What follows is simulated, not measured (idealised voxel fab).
This section sets out a process module, namely voxel ribs on slabs.
The cross-section shown here is cut; it is 165 nm wide and divided into square cells measuring 5 nm on a side.
This document writes a cross-section as a grid whose cells are square, and gives it as bands, listed from the top down; one or more rows of cells form a band.
For a band, the entry starts with two heights in nm, that of the top and then that of the bottom, and carries on with the band's materials in order from left to right, each alongside its width in nm; the word "all across" beside a single material means it fills the band edge to edge, and "blank" means empty space.
Height 0 is the level under which the wafer as received is all one material. The lowest band goes on downwards, as in "0 -> down".
So if you see something like "30 to 40" for the width, read it as the top row of the band sitting at the first number and the bottom row at the second, with every row in between moving by the same amount as the last.
For the purposes of this document, the phrase "nothing changed" attached to a step denotes that no cell within the cross-section was modified by that step.
Empty spaces without an open route to the top, at least 8 cells in extent, make up the entry "Closed internal cavities"; each is given as width x height at distance, where the distance is measured from the left edge, and all are in nm.
Past the settings on a step's line: simulator remark, on that step.
For masked steps, "overlay nm" on the step line gives how far right of plan the mask actually lay; a minus sign means it lay to the left.
## Intended process steps
| 1 | RECEIVE | material Si |
| 2 | DIRECTIONAL_DEP | material SiO2 | thk nm 30 |
| 3 | DIRECTIONAL_DEP | material SiN | thk nm 15 |
| 4 | DIRECTIONAL_DEP | material aC | thk nm 10 |
| 5 | PATTERN | tone cover | mask id RIB | material resist | width nm 25 | thk nm 25 | overlay nm 0 |
| 6 | DIRECTIONAL_ETCH | etch materials aC | depth nm 10 |
| 7 | STRIP | etch materials resist |
| 8 | DIRECTIONAL_ETCH | etch materials SiN | depth nm 10 |
| 9 | STRIP | etch materials aC |
| 10 | MASKED_ETCH | tone cover | mask id SLAB | width nm 55 | etch materials SiN | depth nm 5 | overlay nm 0 |
| 11 | FILL_DEP | material SiO2 | thk nm 25 |
| 12 | CMP | height nm 65 |
| 13 | DIRECTIONAL_DEP | material TiN | thk nm 5 |
| 14 | DIRECTIONAL_DEP | material aC | thk nm 10 |
| 15 | PATTERN | tone cover | mask id HEATER | material resist | width nm 35 | thk nm 30 | overlay nm 0 |
| 16 | DIRECTIONAL_ETCH | etch materials aC | depth nm 10 |
| 17 | STRIP | etch materials resist |
| 18 | DIRECTIONAL_ETCH | etch materials TiN | depth nm 5 |
| 19 | STRIP | etch materials aC |
| 20 | CONFORMAL_DEP | material SiO2 | thk nm 10 |
## First wafer out of two, processed as planned
## As-received wafer cross-section (after step 1)
  0 -> down = Si all across
  Closed internal cavities: none
## The wafer, seen in cross-section, after step 2
  30 -> 0 = SiO2 all across
  Below 0, the layers are the same as they were.
## The wafer, seen in cross-section, after step 3
  45 -> 30 = SiN all across
  Below 30, the layers are the same as they were.
## The wafer, seen in cross-section, after step 4
  55 -> 45 = aC all across
  Below 45, the layers are the same as they were.
## The wafer, seen in cross-section, after step 5
  80 -> 55 = blank=70, resist=25, blank=70
  Below 55, the layers are the same as they were.
## The wafer, seen in cross-section, after step 6
  70 -> 55 = blank=70, resist=25, blank=70
  55 -> 45 = blank=70, aC=25, blank=70
  Below 45, the layers are the same as they were.
## The wafer, seen in cross-section, after step 7
  55 -> 45 = blank=70, aC=25, blank=70
  Below 45, the layers are the same as they were.
## The wafer, seen in cross-section, after step 8
  55 -> 45 = blank=70, aC=25, blank=70
  45 -> 35 = blank=70, SiN=25, blank=70
  Below 35, the layers are the same as they were.
## The wafer, seen in cross-section, after step 9
  45 -> 35 = blank=70, SiN=25, blank=70
  Below 35, the layers are the same as they were.
## The wafer, seen in cross-section, after step 10
  45 -> 35 = blank=70, SiN=25, blank=70
  35 -> 30 = blank=55, SiN=55, blank=55
  Below 30, the layers are the same as they were.
## The wafer, seen in cross-section, after step 11
  70 -> 45 = SiO2 all across
  45 -> 35 = SiO2=70, SiN=25, SiO2=70
  35 -> 30 = SiO2=55, SiN=55, SiO2=55
  Below 30, the layers are the same as they were.
## The wafer, seen in cross-section, after step 12
  65 -> 45 = SiO2 all across
  Below 45, the layers are the same as they were.
## The wafer, seen in cross-section, after step 13
  70 -> 65 = TiN all across
  Below 65, the layers are the same as they were.
## The wafer, seen in cross-section, after step 14
  80 -> 70 = aC all across
  Below 70, the layers are the same as they were.
## The wafer, seen in cross-section, after step 15
  110 -> 80 = blank=65, resist=35, blank=65
  Below 80, the layers are the same as they were.
## The wafer, seen in cross-section, after step 16
  100 -> 80 = blank=65, resist=35, blank=65
  80 -> 70 = blank=65, aC=35, blank=65
  Below 70, the layers are the same as they were.
## The wafer, seen in cross-section, after step 17
  80 -> 70 = blank=65, aC=35, blank=65
  Below 70, the layers are the same as they were.
## The wafer, seen in cross-section, after step 18
  80 -> 70 = blank=65, aC=35, blank=65
  70 -> 65 = blank=65, TiN=35, blank=65
  Below 65, the layers are the same as they were.
## The wafer, seen in cross-section, after step 19
  70 -> 65 = blank=65, TiN=35, blank=65
  Below 65, the layers are the same as they were.
## The wafer, seen in cross-section, after step 20
  80 -> 75 = blank=55, SiO2=55, blank=55
  75 -> 70 = SiO2 all across
  70 -> 65 = SiO2=65, TiN=35, SiO2=65
  Below 65, the layers are the same as they were.
## second wafer: like start, like plan, one mistake. Through step 4 it matches the first wafer
## Planned end of step 5: second wafer, cross-section
  80 -> 55 = blank=70, resist=30, blank=65
  Below 55, the layers are the same as they were.
## Planned end of step 6: second wafer, cross-section
  70 -> 55 = blank=70, resist=30, blank=65
  55 -> 45 = blank=70, aC=30, blank=65
  Below 45, the layers are the same as they were.
## Planned end of step 7: second wafer, cross-section
  55 -> 45 = blank=70, aC=30, blank=65
  Below 45, the layers are the same as they were.
## Planned end of step 8: second wafer, cross-section
  55 -> 45 = blank=70, aC=30, blank=65
  45 -> 35 = blank=70, SiN=30, blank=65
  Below 35, the layers are the same as they were.
## Planned end of step 9: second wafer, cross-section
  45 -> 35 = blank=70, SiN=30, blank=65
  Below 35, the layers are the same as they were.
## Planned end of step 10: second wafer, cross-section
  45 -> 35 = blank=70, SiN=30, blank=65
  35 -> 30 = blank=55, SiN=55, blank=55
  Below 30, the layers are the same as they were.
## Planned end of step 11: second wafer, cross-section
  70 -> 45 = SiO2 all across
  45 -> 35 = SiO2=70, SiN=30, SiO2=65
  35 -> 30 = SiO2=55, SiN=55, SiO2=55
  Below 30, the layers are the same as they were.
## Planned end of step 12: second wafer, cross-section
  65 -> 45 = SiO2 all across
  Below 45, the layers are the same as they were.
## Planned end of step 13: second wafer, cross-section
  70 -> 65 = TiN all across
  Below 65, the layers are the same as they were.
## Planned end of step 14: second wafer, cross-section
  80 -> 70 = aC all across
  Below 70, the layers are the same as they were.
## Planned end of step 15: second wafer, cross-section
  110 -> 80 = blank=65, resist=35, blank=65
  Below 80, the layers are the same as they were.
## Planned end of step 16: second wafer, cross-section
  100 -> 80 = blank=65, resist=35, blank=65
  80 -> 70 = blank=65, aC=35, blank=65
  Below 70, the layers are the same as they were.
## Planned end of step 17: second wafer, cross-section
  80 -> 70 = blank=65, aC=35, blank=65
  Below 70, the layers are the same as they were.
## Planned end of step 18: second wafer, cross-section
  80 -> 70 = blank=65, aC=35, blank=65
  70 -> 65 = blank=65, TiN=35, blank=65
  Below 65, the layers are the same as they were.
## Planned end of step 19: second wafer, cross-section
  70 -> 65 = blank=65, TiN=35, blank=65
  Below 65, the layers are the same as they were.
## Planned end of step 20: second wafer, cross-section
  80 -> 75 = blank=55, SiO2=55, blank=55
  75 -> 70 = SiO2 all across
  70 -> 65 = SiO2=65, TiN=35, SiO2=65
  Below 65, the layers are the same as they were.
Short version of what went wrong: step 5 was not run as planned; what actually ran was PATTERN | tone cover | mask id RIB | material resist | width nm 30 | thk nm 25 | overlay nm 0
In the final state, the cell counts of the second wafer exceed or fall short of those of the first for the following materials: SiN +2; SiO2 -2
